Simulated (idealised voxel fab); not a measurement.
process module | voxel self aligned contacts
cross-section cut | 200 nm wide | cells 5 nm
A cross-section is a grid of square cells, given in bands from the top down. A band is one or more rows of cells.
Each band's line starts with the height of the band's top and of its bottom, in nm. Then come its materials from left to right, each with its width in nm. One material with "throughout" fills the band from edge to edge. "air" is empty space.
Height 0 is the level under which the wafer as received is all one material. The lowest band goes on downwards, as in "0 down".
A width such as "30 to 40" changes by the same amount from each row of cells to the next, from the band's top row to its bottom row.
"no change" after a step means that no cell of the cross-section changed.
closed voids: empty space of 8 cells or more with no open way to the top, each as width x height at its distance from the left edge, in nm
after a step's settings: what the simulator itself notes on the step
overlay nm, on a step with a mask: how far to the right of its planned place the mask lay; to the left if negative
plan
1 op RECEIVE | material Si
2 op OXIDIZE | depth nm 5
3 op DIRECTIONAL_DEP | material polySi | thk nm 25
4 op DIRECTIONAL_DEP | material SiN | thk nm 20
5 op DIRECTIONAL_DEP | material aC | thk nm 10
6 op PATTERN | tone cover | mask id GATE | material resist | width nm 30 | pitch nm 65 | thk nm 30 | overlay nm 0
7 op DIRECTIONAL_ETCH | etch materials aC | depth nm 10
8 op STRIP | etch materials resist
9 op DIRECTIONAL_ETCH | etch materials SiN | depth nm 20
10 op DIRECTIONAL_ETCH | etch materials polySi | depth nm 25
11 op STRIP | etch materials aC
12 op CONFORMAL_DEP | material SiN | thk nm 10
13 op DIRECTIONAL_ETCH | etch materials SiN | depth nm 10
14 op FILL_DEP | material SiO2 | thk nm 15
15 op CMP | height nm 55
16 op DIRECTIONAL_DEP | material aC | thk nm 15
17 op PATTERN | tone open | mask id CONTACT | material resist | width nm 45 | thk nm 30 | overlay nm 0
18 op DIRECTIONAL_ETCH | etch materials aC | depth nm 15
19 op STRIP | etch materials resist
20 op DIRECTIONAL_ETCH | etch materials SiO2 | depth nm 60
21 op STRIP | etch materials aC
22 op CONFORMAL_DEP | material TiN | thk nm 5
23 op FILL_DEP | material Ru | thk nm 5
24 op CMP | height nm 55
25 op CONFORMAL_DEP | material SiCN | thk nm 5
first wafer, as planned
as received, after step 1
  0 down: Si throughout
  closed voids: none
after step 2
  0 to -5: SiO2 throughout
  below -5: unchanged
after step 3
  25 to 0: polySi throughout
  below 0: unchanged
after step 4
  45 to 25: SiN throughout
  below 25: unchanged
after step 5
  55 to 45: aC throughout
  below 45: unchanged
after step 6
  85 to 55: air 50 | resist 30 | air 35 | resist 30 | air 55
  below 55: unchanged
after step 7
  75 to 55: air 50 | resist 30 | air 35 | resist 30 | air 55
  55 to 45: air 50 | aC 30 | air 35 | aC 30 | air 55
  below 45: unchanged
after step 8
  55 to 45: air 50 | aC 30 | air 35 | aC 30 | air 55
  below 45: unchanged
after step 9
  55 to 45: air 50 | aC 30 | air 35 | aC 30 | air 55
  45 to 25: air 50 | SiN 30 | air 35 | SiN 30 | air 55
  below 25: unchanged
after step 10
  55 to 45: air 50 | aC 30 | air 35 | aC 30 | air 55
  45 to 25: air 50 | SiN 30 | air 35 | SiN 30 | air 55
  25 to 0: air 50 | polySi 30 | air 35 | polySi 30 | air 55
  below 0: unchanged
after step 11
  45 to 25: air 50 | SiN 30 | air 35 | SiN 30 | air 55
  below 25: unchanged
after step 12
  55 to 25: air 40 | SiN 50 | air 15 | SiN 50 | air 45
  25 to 10: air 40 | SiN 10 | polySi 30 | SiN 10 | air 15 | SiN 10 | polySi 30 | SiN 10 | air 45
  10 to 0: SiN 50 | polySi 30 | SiN 35 | polySi 30 | SiN 55
  below 0: unchanged
after step 13
  45 to 25: air 40 | SiN 50 | air 15 | SiN 50 | air 45
  25 to 0: air 40 | SiN 10 | polySi 30 | SiN 10 | air 15 | SiN 10 | polySi 30 | SiN 10 | air 45
  below 0: unchanged
after step 14
  60 to 45: SiO2 throughout
  45 to 25: SiO2 40 | SiN 50 | SiO2 15 | SiN 50 | SiO2 45
  25 to 0: SiO2 40 | SiN 10 | polySi 30 | SiN 10 | SiO2 15 | SiN 10 | polySi 30 | SiN 10 | SiO2 45
  below 0: unchanged
after step 15
  55 to 45: SiO2 throughout
  below 45: unchanged
after step 16
  70 to 55: aC throughout
  below 55: unchanged
after step 17
  100 to 70: resist 75 | air 45 | resist 80
  below 70: unchanged
after step 18
  85 to 70: resist 75 | air 45 | resist 80
  70 to 55: aC 75 | air 45 | aC 80
  below 55: unchanged
after step 19
  70 to 55: aC 75 | air 45 | aC 80
  below 55: unchanged
after step 20
  70 to 55: aC 75 | air 45 | aC 80
  55 to 45: SiO2 75 | air 45 | SiO2 80
  45 to 25: SiO2 40 | SiN 50 | air 15 | SiN 50 | SiO2 45
  25 to 0: SiO2 40 | SiN 10 | polySi 30 | SiN 10 | air 15 | SiN 10 | polySi 30 | SiN 10 | SiO2 45
  0 to -5: SiO2 90 | air 15 | SiO2 95
  below -5: unchanged
after step 21
  55 to 45: SiO2 75 | air 45 | SiO2 80
  below 45: unchanged
after step 22
  60 to 55: TiN 80 | air 35 | TiN 85
  55 to 45: SiO2 75 | TiN 5 to 20 | air 35 to 5 | TiN 5 to 20 | SiO2 80
  45 to 25: SiO2 40 | SiN 50 | TiN 5 | air 5 | TiN 5 | SiN 50 | SiO2 45
  25 to 0: SiO2 40 | SiN 10 | polySi 30 | SiN 10 | TiN 5 | air 5 | TiN 5 | SiN 10 | polySi 30 | SiN 10 | SiO2 45
  0 to -5: SiO2 90 | TiN 15 | SiO2 95
  below -5: unchanged
after step 23
  65 to 60: Ru throughout
  60 to 55: TiN 80 | Ru 35 | TiN 85
  55 to 45: SiO2 75 | TiN 5 to 20 | Ru 35 to 5 | TiN 5 to 20 | SiO2 80
  45 to 25: SiO2 40 | SiN 50 | TiN 5 | Ru 5 | TiN 5 | SiN 50 | SiO2 45
  25 to 0: SiO2 40 | SiN 10 | polySi 30 | SiN 10 | TiN 5 | Ru 5 | TiN 5 | SiN 10 | polySi 30 | SiN 10 | SiO2 45
  below 0: unchanged
after step 24
  55 to 45: SiO2 75 | TiN 5 to 20 | Ru 35 to 5 | TiN 5 to 20 | SiO2 80
  below 45: unchanged
after step 25
  60 to 55: SiCN throughout
  below 55: unchanged
second wafer: like start, like plan, one mistake. Through step 24 it matches the first wafer
when step 25 should have ended
  60 to 55: polySi throughout
  below 55: unchanged
what went wrong: step 25 ran as: op CONFORMAL_DEP | material polySi | thk nm 5
at the end the second wafer has, in cells: 40 fewer of SiCN | 40 more of polySi
